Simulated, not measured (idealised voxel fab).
The process module that follows is named voxel spacer lines.
For reference, the cross-section in this document is cut, with width 175 nm and square cells of 5 nm.
If you're reading a cross-section in this doc, picture square cells in a grid; it comes to you as bands, top ones listed first down to the bottom, and a band can be one or more rows of cells.
A band entry consists of two parts. The first gives the height of the band's top and the height of its bottom, in nm. The rest lists the band's materials from left to right, each with its width in nm. A single material labelled with the word "everywhere" fills the band from edge to edge, and the word "blank" marks empty space.
Heights from 0 (as-received wafer is one material below). Bottom band endless downward, as "0 nm and below".
So if you see something like "30..40" for the width, read it as the top row of the band sitting at the first number and the bottom row at the second, with every row in between moving by the same amount as the last.
It should be understood that the words "same as before", when stated for a given step, signify that the cross-section underwent no change in any of its cells during that step.
Empty spaces counting at least 8 cells and having no open way to the top are listed in "Closed void catalog". The notation width x height at distance is used for each, the distance being from the left edge and all three values in nm.
If you see something after the settings on a step's line, that's the simulator's own remark about that step.
On any step carrying a mask, the "overlay nm" setting, if present on the step's line, tells how far right of its planned place the mask lay; negative values point to the left.
THE PROCESS STEPS THAT WERE PLANNED ARE LISTED BELOW
1,RECEIVE with material Si
2,CONFORMAL_DEP with material Al2O3, thk nm 10
3,DIRECTIONAL_DEP with material TiN, thk nm 15
4,DIRECTIONAL_DEP with material polySi, thk nm 25
5,PATTERN with tone cover, mask id MANDREL, material resist, width nm 25, pitch nm 70, thk nm 30, overlay nm 0
6,DIRECTIONAL_ETCH with etch materials polySi, depth nm 25
7,STRIP with etch materials resist
8,CONFORMAL_DEP with material SiN, thk nm 10
9,DIRECTIONAL_ETCH with etch materials SiN, depth nm 10
10,STRIP with etch materials polySi
11,DIRECTIONAL_ETCH with etch materials TiN, depth nm 15
12,STRIP with etch materials SiN
WAFER AT RECEIPT (POST STEP 1), CROSS-SECTION
* 0 nm and below | Si everywhere
* Closed void catalog: none
RUN AS PLANNED - FIRST OF THE TWO WAFERS CROSS-SECTIONED AT THE END OF THE MODULE
* 25 nm to 10 nm | 30 blank, then 10 TiN, then 25 blank, then 10 TiN, then 25 blank, then 10 TiN, then 25 blank, then 10 TiN, then 30 blank
* 10 nm to 0 nm | Al2O3 everywhere
* 0 nm and below | Si everywhere
* Closed void catalog: none
CROSS-SECTION, WAFER TWO OF TWO, END OF MODULE: SAME START AND PLAN AS WAFER ONE, ONE ERROR IN EXECUTION
* 15 nm to 0 nm | 30 blank, then 10 TiN, then 25 blank, then 10 TiN, then 25 blank, then 10 TiN, then 25 blank, then 10 TiN, then 30 blank
* 0 nm and below | Si everywhere
* Closed void catalog: none
It is concluded that the wafer was processed incorrectly with respect to the plan, in that step 2 of the plan got skipped, so it never ran
Once processing is complete, comparing cell counts shows that the second wafer has more or fewer of certain materials than the first: Al2O3: 70 fewer
